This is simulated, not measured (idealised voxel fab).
Process module name: voxel wiring stack
FYI the section here is cut, 260 nm wide, cells are 5 nm squares.
Think of the cross-section as a grid of square cells. We describe it in bands, top to bottom, and each band covers one or more rows of those cells. Each band's line starts with the height of the band's top and of its bottom, in nm. Then come its materials from left to right, each with its width in nm. One material with "everywhere" fills the band from edge to edge. "blank" is empty space. Height is counted from the level 0, under which the received wafer is composed throughout of one material. The lowest of the bands is not closed at the bottom but continues downward, in the notation "0..down". Per-row width for "30..40": begins at first number (top row of band), ends at second number (bottom row), increment between rows held constant. Step note "changes: none" = no cross-section cell changed. Listed in "closed voids": every empty space of 8 or more cells without an open way to the top. Form: width x height at distance, the distance being from the left edge, all in nm. Heads up: the bit after the settings on a step's line is the simulator's remark on that step. "overlay nm" answers the question of how far to the right of plan the mask lay on a step that has a mask, and when it is negative the answer is to the left.

So here's the lineup of process steps we planned:
1 RECEIVE: material Si
2 CONFORMAL_DEP: material SiO2, thk nm 10
3 DIRECTIONAL_DEP: material TiN, thk nm 5
4 DIRECTIONAL_DEP: material Ru, thk nm 25
5 MASKED_ETCH: tone cover, mask id METAL_1, width nm 25, pitch nm 45, etch materials Ru, depth nm 25, overlay nm 0
6 MASKED_ETCH: tone cover, mask id METAL_1, width nm 25, pitch nm 45, etch materials TiN, depth nm 5, overlay nm 0
7 FILL_DEP: material lowk, thk nm 10
8 CMP: height nm 40
9 CONFORMAL_DEP: material SiCN, thk nm 5
10 DIRECTIONAL_DEP: material lowk, thk nm 30
11 PATTERN: tone open, mask id METAL_2, material resist, width nm 25, pitch nm 45, thk nm 20, overlay nm 0
12 DIRECTIONAL_ETCH: etch materials lowk, depth nm 20
13 STRIP: etch materials resist
14 PATTERN: tone open, mask id METAL_2_HOLES, material resist, width nm 15, pitch nm 45, thk nm 15, overlay nm 0
15 DIRECTIONAL_ETCH: etch materials lowk, depth nm 10
16 DIRECTIONAL_ETCH: etch materials SiCN, depth nm 5
17 STRIP: etch materials resist
18 CONFORMAL_DEP: material TiN, thk nm 5
19 FILL_DEP: material Ru, thk nm 5
20 CMP: height nm 75
21 CONFORMAL_DEP: material SiCN, thk nm 5
22 DIRECTIONAL_DEP: material lowk, thk nm 10
23 DIRECTIONAL_DEP: material aC, thk nm 10
24 PATTERN: tone open, mask id PLUG_2, material resist, width nm 15, pitch nm 45, thk nm 30, overlay nm 0
25 DIRECTIONAL_ETCH: etch materials aC, depth nm 10
26 STRIP: etch materials resist
27 DIRECTIONAL_ETCH: etch materials lowk, depth nm 10
28 DIRECTIONAL_ETCH: etch materials SiCN, depth nm 5
29 STRIP: etch materials aC
30 EPI: material Ru, thk nm 10
31 EPI: material Ru, thk nm 5
32 DIRECTIONAL_DEP: material TiN, thk nm 5
33 DIRECTIONAL_DEP: material W, thk nm 25
34 PATTERN: tone cover, mask id METAL_3, material resist, width nm 25, pitch nm 45, thk nm 20, overlay nm 0
35 DIRECTIONAL_ETCH: etch materials W, depth nm 25
36 DIRECTIONAL_ETCH: etch materials TiN, depth nm 5
37 STRIP: etch materials resist
38 FILL_DEP: material lowk, thk nm 10
39 CMP: height nm 120
40 CONFORMAL_DEP: material SiN, thk nm 5

First of the two wafers, run per plan:

Cross-section of the wafer at receipt, which is the condition after step 1:
> 0..down = Si everywhere
> closed voids: none

How the wafer stands in section after step 2:
> 10..0 = SiO2 everywhere
> Under 0: no change, same as before.

How the wafer stands in section after step 3:
> 15..10 = TiN everywhere
> Under 10: no change, same as before.

How the wafer stands in section after step 4:
> 40..15 = Ru everywhere
> Under 15: no change, same as before.

How the wafer stands in section after step 5:
> 40..15 = blank (95) | Ru (25) | blank (20) | Ru (25) | blank (95)
> Under 15: no change, same as before.

How the wafer stands in section after step 6:
> 40..15 = blank (95) | Ru (25) | blank (20) | Ru (25) | blank (95)
> 15..10 = blank (95) | TiN (25) | blank (20) | TiN (25) | blank (95)
> Under 10: no change, same as before.

How the wafer stands in section after step 7:
> 50..40 = lowk everywhere
> 40..15 = lowk (95) | Ru (25) | lowk (20) | Ru (25) | lowk (95)
> 15..10 = lowk (95) | TiN (25) | lowk (20) | TiN (25) | lowk (95)
> Under 10: no change, same as before.

How the wafer stands in section after step 8:
> 40..15 = lowk (95) | Ru (25) | lowk (20) | Ru (25) | lowk (95)
> Under 15: no change, same as before.

How the wafer stands in section after step 9:
> 45..40 = SiCN everywhere
> Under 40: no change, same as before.

How the wafer stands in section after step 10:
> 75..45 = lowk everywhere
> Under 45: no change, same as before.

How the wafer stands in section after step 11:
> 95..75 = resist (95) | blank (25) | resist (20) | blank (25) | resist (95)
> Under 75: no change, same as before.

How the wafer stands in section after step 12:
> 95..75 = resist (95) | blank (25) | resist (20) | blank (25) | resist (95)
> 75..55 = lowk (95) | blank (25) | lowk (20) | blank (25) | lowk (95)
> Under 55: no change, same as before.

How the wafer stands in section after step 13:
> 75..55 = lowk (95) | blank (25) | lowk (20) | blank (25) | lowk (95)
> Under 55: no change, same as before.

How the wafer stands in section after step 14:
> 90..75 = resist (95) | blank (15) | resist (30) | blank (15) | resist (105)
> 75..55 = lowk (95) | blank (15) | resist (10) | lowk (20) | blank (15) | resist (10) | lowk (95)
> Under 55: no change, same as before.

How the wafer stands in section after step 15:
> 90..75 = resist (95) | blank (15) | resist (30) | blank (15) | resist (105)
> 75..55 = lowk (95) | blank (15) | resist (10) | lowk (20) | blank (15) | resist (10) | lowk (95)
> 55..45 = lowk (95) | blank (15) | lowk (30) | blank (15) | lowk (105)
> Under 45: no change, same as before.

How the wafer stands in section after step 16:
> 90..75 = resist (95) | blank (15) | resist (30) | blank (15) | resist (105)
> 75..55 = lowk (95) | blank (15) | resist (10) | lowk (20) | blank (15) | resist (10) | lowk (95)
> 55..45 = lowk (95) | blank (15) | lowk (30) | blank (15) | lowk (105)
> 45..40 = SiCN (95) | blank (15) | SiCN (30) | blank (15) | SiCN (105)
> Under 40: no change, same as before.

How the wafer stands in section after step 17:
> 75..55 = lowk (95) | blank (25) | lowk (20) | blank (25) | lowk (95)
> Under 55: no change, same as before.

How the wafer stands in section after step 18:
> 80..75 = TiN (100) | blank (15) | TiN (30) | blank (15) | TiN (100)
> 75..60 = lowk (95) | TiN (5) | blank (15) | TiN (5) | lowk (20) | TiN (5) | blank (15) | TiN (5) | lowk (95)
> 60..55 = lowk (95) | TiN (5) | blank (5) | TiN (15) | lowk (20) | TiN (5) | blank (5) | TiN (15) | lowk (95)
> 55..45 = lowk (95) | TiN (5) | blank (5) | TiN (5) | lowk (30) | TiN (5) | blank (5) | TiN (5) | lowk (105)
> 45..40 = SiCN (95) | TiN (15) | SiCN (30) | TiN (15) | SiCN (105)
> Under 40: no change, same as before.

How the wafer stands in section after step 19:
> 85..80 = Ru everywhere
> 80..75 = TiN (100) | Ru (15) | TiN (30) | Ru (15) | TiN (100)
> 75..60 = lowk (95) | TiN (5) | Ru (15) | TiN (5) | lowk (20) | TiN (5) | Ru (15) | TiN (5) | lowk (95)
> 60..55 = lowk (95) | TiN (5) | Ru (5) | TiN (15) | lowk (20) | TiN (5) | Ru (5) | TiN (15) | lowk (95)
> 55..45 = lowk (95) | TiN (5) | Ru (5) | TiN (5) | lowk (30) | TiN (5) | Ru (5) | TiN (5) | lowk (105)
> Under 45: no change, same as before.

How the wafer stands in section after step 20:
> 75..60 = lowk (95) | TiN (5) | Ru (15) | TiN (5) | lowk (20) | TiN (5) | Ru (15) | TiN (5) | lowk (95)
> Under 60: no change, same as before.

How the wafer stands in section after step 21:
> 80..75 = SiCN everywhere
> Under 75: no change, same as before.

How the wafer stands in section after step 22:
> 90..80 = lowk everywhere
> Under 80: no change, same as before.

How the wafer stands in section after step 23:
> 100..90 = aC everywhere
> Under 90: no change, same as before.

How the wafer stands in section after step 24:
> 130..100 = resist (95) | blank (15) | resist (30) | blank (15) | resist (105)
> Under 100: no change, same as before.

How the wafer stands in section after step 25:
> 120..100 = resist (95) | blank (15) | resist (30) | blank (15) | resist (105)
> 100..90 = aC (95) | blank (15) | aC (30) | blank (15) | aC (105)
> Under 90: no change, same as before.

How the wafer stands in section after step 26:
> 100..90 = aC (95) | blank (15) | aC (30) | blank (15) | aC (105)
> Under 90: no change, same as before.

How the wafer stands in section after step 27:
> 100..90 = aC (95) | blank (15) | aC (30) | blank (15) | aC (105)
> 90..80 = lowk (95) | blank (15) | lowk (30) | blank (15) | lowk (105)
> Under 80: no change, same as before.

How the wafer stands in section after step 28:
> 100..90 = aC (95) | blank (15) | aC (30) | blank (15) | aC (105)
> 90..80 = lowk (95) | blank (15) | lowk (30) | blank (15) | lowk (105)
> 80..75 = SiCN (95) | blank (15) | SiCN (30) | blank (15) | SiCN (105)
> Under 75: no change, same as before.

How the wafer stands in section after step 29:
> 90..80 = lowk (95) | blank (15) | lowk (30) | blank (15) | lowk (105)
> Under 80: no change, same as before.

How the wafer stands in section after step 30:
> 90..85 = lowk (95) | blank (15) | lowk (30) | blank (15) | lowk (105)
> 85..80 = lowk (95) | Ru (15) | lowk (30) | Ru (15) | lowk (105)
> 80..75 = SiCN (95) | Ru (15) | SiCN (30) | Ru (15) | SiCN (105)
> Under 75: no change, same as before.

How the wafer stands in section after step 31:
> 90..80 = lowk (95) | Ru (15) | lowk (30) | Ru (15) | lowk (105)
> Under 80: no change, same as before.

How the wafer stands in section after step 32:
> 95..90 = TiN everywhere
> Under 90: no change, same as before.

How the wafer stands in section after step 33:
> 120..95 = W everywhere
> Under 95: no change, same as before.

How the wafer stands in section after step 34:
> 140..120 = blank (95) | resist (25) | blank (20) | resist (25) | blank (95)
> Under 120: no change, same as before.

How the wafer stands in section after step 35:
> 140..120 = blank (95) | resist (25) | blank (20) | resist (25) | blank (95)
> 120..95 = blank (95) | W (25) | blank (20) | W (25) | blank (95)
> Under 95: no change, same as before.

How the wafer stands in section after step 36:
> 140..120 = blank (95) | resist (25) | blank (20) | resist (25) | blank (95)
> 120..95 = blank (95) | W (25) | blank (20) | W (25) | blank (95)
> 95..90 = blank (95) | TiN (25) | blank (20) | TiN (25) | blank (95)
> Under 90: no change, same as before.

How the wafer stands in section after step 37:
> 120..95 = blank (95) | W (25) | blank (20) | W (25) | blank (95)
> Under 95: no change, same as before.

How the wafer stands in section after step 38:
> 130..120 = lowk everywhere
> 120..95 = lowk (95) | W (25) | lowk (20) | W (25) | lowk (95)
> 95..90 = lowk (95) | TiN (25) | lowk (20) | TiN (25) | lowk (95)
> Under 90: no change, same as before.

How the wafer stands in section after step 39:
> 120..95 = lowk (95) | W (25) | lowk (20) | W (25) | lowk (95)
> Under 95: no change, same as before.

How the wafer stands in section after step 40:
> 125..120 = SiN everywhere
> Under 120: no change, same as before.

Okay, second wafer. Nothing different at the start, nothing different in the plan, just one mistake somewhere in the running. As far as step 1, counting that step, it's the first wafer all over again:

Cross-sectional representation of the second wafer at the time designated in the plan for the completion of step 2:
> 5..0 = SiO2 everywhere
> Under 0: no change, same as before.

Cross-sectional representation of the second wafer at the time designated in the plan for the completion of step 3:
> 10..5 = TiN everywhere
> Under 5: no change, same as before.

Cross-sectional representation of the second wafer at the time designated in the plan for the completion of step 4:
> 35..10 = Ru everywhere
> Under 10: no change, same as before.

Cross-sectional representation of the second wafer at the time designated in the plan for the completion of step 5:
> 35..10 = blank (95) | Ru (25) | blank (20) | Ru (25) | blank (95)
> Under 10: no change, same as before.

Cross-sectional representation of the second wafer at the time designated in the plan for the completion of step 6:
> 35..10 = blank (95) | Ru (25) | blank (20) | Ru (25) | blank (95)
> 10..5 = blank (95) | TiN (25) | blank (20) | TiN (25) | blank (95)
> Under 5: no change, same as before.

Cross-sectional representation of the second wafer at the time designated in the plan for the completion of step 7:
> 45..35 = lowk everywhere
> 35..10 = lowk (95) | Ru (25) | lowk (20) | Ru (25) | lowk (95)
> 10..5 = lowk (95) | TiN (25) | lowk (20) | TiN (25) | lowk (95)
> Under 5: no change, same as before.

Cross-sectional representation of the second wafer at the time designated in the plan for the completion of step 8:
> 40..35 = lowk everywhere
> Under 35: no change, same as before.

Cross-sectional representation of the second wafer at the time designated in the plan for the completion of step 9:
> 45..40 = SiCN everywhere
> Under 40: no change, same as before.

Cross-sectional representation of the second wafer at the time designated in the plan for the completion of step 10:
> 75..45 = lowk everywhere
> Under 45: no change, same as before.

Cross-sectional representation of the second wafer at the time designated in the plan for the completion of step 11:
> 95..75 = resist (95) | blank (25) | resist (20) | blank (25) | resist (95)
> Under 75: no change, same as before.

Cross-sectional representation of the second wafer at the time designated in the plan for the completion of step 12:
> 95..75 = resist (95) | blank (25) | resist (20) | blank (25) | resist (95)
> 75..55 = lowk (95) | blank (25) | lowk (20) | blank (25) | lowk (95)
> Under 55: no change, same as before.

Cross-sectional representation of the second wafer at the time designated in the plan for the completion of step 13:
> 75..55 = lowk (95) | blank (25) | lowk (20) | blank (25) | lowk (95)
> Under 55: no change, same as before.

Cross-sectional representation of the second wafer at the time designated in the plan for the completion of step 14:
> 90..75 = resist (95) | blank (15) | resist (30) | blank (15) | resist (105)
> 75..55 = lowk (95) | blank (15) | resist (10) | lowk (20) | blank (15) | resist (10) | lowk (95)
> Under 55: no change, same as before.

Cross-sectional representation of the second wafer at the time designated in the plan for the completion of step 15:
> 90..75 = resist (95) | blank (15) | resist (30) | blank (15) | resist (105)
> 75..55 = lowk (95) | blank (15) | resist (10) | lowk (20) | blank (15) | resist (10) | lowk (95)
> 55..45 = lowk (95) | blank (15) | lowk (30) | blank (15) | lowk (105)
> Under 45: no change, same as before.

Cross-sectional representation of the second wafer at the time designated in the plan for the completion of step 16:
> 90..75 = resist (95) | blank (15) | resist (30) | blank (15) | resist (105)
> 75..55 = lowk (95) | blank (15) | resist (10) | lowk (20) | blank (15) | resist (10) | lowk (95)
> 55..45 = lowk (95) | blank (15) | lowk (30) | blank (15) | lowk (105)
> 45..40 = SiCN (95) | blank (15) | SiCN (30) | blank (15) | SiCN (105)
> Under 40: no change, same as before.

Cross-sectional representation of the second wafer at the time designated in the plan for the completion of step 17:
> 75..55 = lowk (95) | blank (25) | lowk (20) | blank (25) | lowk (95)
> Under 55: no change, same as before.

Cross-sectional representation of the second wafer at the time designated in the plan for the completion of step 18:
> 80..75 = TiN (100) | blank (15) | TiN (30) | blank (15) | TiN (100)
> 75..60 = lowk (95) | TiN (5) | blank (15) | TiN (5) | lowk (20) | TiN (5) | blank (15) | TiN (5) | lowk (95)
> 60..55 = lowk (95) | TiN (5) | blank (5) | TiN (15) | lowk (20) | TiN (5) | blank (5) | TiN (15) | lowk (95)
> 55..45 = lowk (95) | TiN (5) | blank (5) | TiN (5) | lowk (30) | TiN (5) | blank (5) | TiN (5) | lowk (105)
> 45..40 = SiCN (95) | TiN (15) | SiCN (30) | TiN (15) | SiCN (105)
> Under 40: no change, same as before.

Cross-sectional representation of the second wafer at the time designated in the plan for the completion of step 19:
> 85..80 = Ru everywhere
> 80..75 = TiN (100) | Ru (15) | TiN (30) | Ru (15) | TiN (100)
> 75..60 = lowk (95) | TiN (5) | Ru (15) | TiN (5) | lowk (20) | TiN (5) | Ru (15) | TiN (5) | lowk (95)
> 60..55 = lowk (95) | TiN (5) | Ru (5) | TiN (15) | lowk (20) | TiN (5) | Ru (5) | TiN (15) | lowk (95)
> 55..45 = lowk (95) | TiN (5) | Ru (5) | TiN (5) | lowk (30) | TiN (5) | Ru (5) | TiN (5) | lowk (105)
> Under 45: no change, same as before.

Cross-sectional representation of the second wafer at the time designated in the plan for the completion of step 20:
> 75..60 = lowk (95) | TiN (5) | Ru (15) | TiN (5) | lowk (20) | TiN (5) | Ru (15) | TiN (5) | lowk (95)
> Under 60: no change, same as before.

Cross-sectional representation of the second wafer at the time designated in the plan for the completion of step 21:
> 80..75 = SiCN everywhere
> Under 75: no change, same as before.

Cross-sectional representation of the second wafer at the time designated in the plan for the completion of step 22:
> 90..80 = lowk everywhere
> Under 80: no change, same as before.

Cross-sectional representation of the second wafer at the time designated in the plan for the completion of step 23:
> 100..90 = aC everywhere
> Under 90: no change, same as before.

Cross-sectional representation of the second wafer at the time designated in the plan for the completion of step 24:
> 130..100 = resist (95) | blank (15) | resist (30) | blank (15) | resist (105)
> Under 100: no change, same as before.

Cross-sectional representation of the second wafer at the time designated in the plan for the completion of step 25:
> 120..100 = resist (95) | blank (15) | resist (30) | blank (15) | resist (105)
> 100..90 = aC (95) | blank (15) | aC (30) | blank (15) | aC (105)
> Under 90: no change, same as before.

Cross-sectional representation of the second wafer at the time designated in the plan for the completion of step 26:
> 100..90 = aC (95) | blank (15) | aC (30) | blank (15) | aC (105)
> Under 90: no change, same as before.

Cross-sectional representation of the second wafer at the time designated in the plan for the completion of step 27:
> 100..90 = aC (95) | blank (15) | aC (30) | blank (15) | aC (105)
> 90..80 = lowk (95) | blank (15) | lowk (30) | blank (15) | lowk (105)
> Under 80: no change, same as before.

Cross-sectional representation of the second wafer at the time designated in the plan for the completion of step 28:
> 100..90 = aC (95) | blank (15) | aC (30) | blank (15) | aC (105)
> 90..80 = lowk (95) | blank (15) | lowk (30) | blank (15) | lowk (105)
> 80..75 = SiCN (95) | blank (15) | SiCN (30) | blank (15) | SiCN (105)
> Under 75: no change, same as before.

Cross-sectional representation of the second wafer at the time designated in the plan for the completion of step 29:
> 90..80 = lowk (95) | blank (15) | lowk (30) | blank (15) | lowk (105)
> Under 80: no change, same as before.

Cross-sectional representation of the second wafer at the time designated in the plan for the completion of step 30:
> 90..85 = lowk (95) | blank (15) | lowk (30) | blank (15) | lowk (105)
> 85..80 = lowk (95) | Ru (15) | lowk (30) | Ru (15) | lowk (105)
> 80..75 = SiCN (95) | Ru (15) | SiCN (30) | Ru (15) | SiCN (105)
> Under 75: no change, same as before.

Cross-sectional representation of the second wafer at the time designated in the plan for the completion of step 31:
> 90..80 = lowk (95) | Ru (15) | lowk (30) | Ru (15) | lowk (105)
> Under 80: no change, same as before.

Cross-sectional representation of the second wafer at the time designated in the plan for the completion of step 32:
> 95..90 = TiN everywhere
> Under 90: no change, same as before.

Cross-sectional representation of the second wafer at the time designated in the plan for the completion of step 33:
> 120..95 = W everywhere
> Under 95: no change, same as before.

Cross-sectional representation of the second wafer at the time designated in the plan for the completion of step 34:
> 140..120 = blank (95) | resist (25) | blank (20) | resist (25) | blank (95)
> Under 120: no change, same as before.

Cross-sectional representation of the second wafer at the time designated in the plan for the completion of step 35:
> 140..120 = blank (95) | resist (25) | blank (20) | resist (25) | blank (95)
> 120..95 = blank (95) | W (25) | blank (20) | W (25) | blank (95)
> Under 95: no change, same as before.

Cross-sectional representation of the second wafer at the time designated in the plan for the completion of step 36:
> 140..120 = blank (95) | resist (25) | blank (20) | resist (25) | blank (95)
> 120..95 = blank (95) | W (25) | blank (20) | W (25) | blank (95)
> 95..90 = blank (95) | TiN (25) | blank (20) | TiN (25) | blank (95)
> Under 90: no change, same as before.

Cross-sectional representation of the second wafer at the time designated in the plan for the completion of step 37:
> 120..95 = blank (95) | W (25) | blank (20) | W (25) | blank (95)
> Under 95: no change, same as before.

Cross-sectional representation of the second wafer at the time designated in the plan for the completion of step 38:
> 130..120 = lowk everywhere
> 120..95 = lowk (95) | W (25) | lowk (20) | W (25) | lowk (95)
> 95..90 = lowk (95) | TiN (25) | lowk (20) | TiN (25) | lowk (95)
> Under 90: no change, same as before.

Cross-sectional representation of the second wafer at the time designated in the plan for the completion of step 39:
> 120..95 = lowk (95) | W (25) | lowk (20) | W (25) | lowk (95)
> Under 95: no change, same as before.

Cross-sectional representation of the second wafer at the time designated in the plan for the completion of step 40:
> 125..120 = SiN everywhere
> Under 120: no change, same as before.
Nonconformance to the process plan: rather than as planned, step 2 actually ran as CONFORMAL_DEP: material SiO2, thk nm 5
Wrapping up, a cell-based count of both wafers puts the second over or under the first for these materials: -52 SiO2, +52 lowk
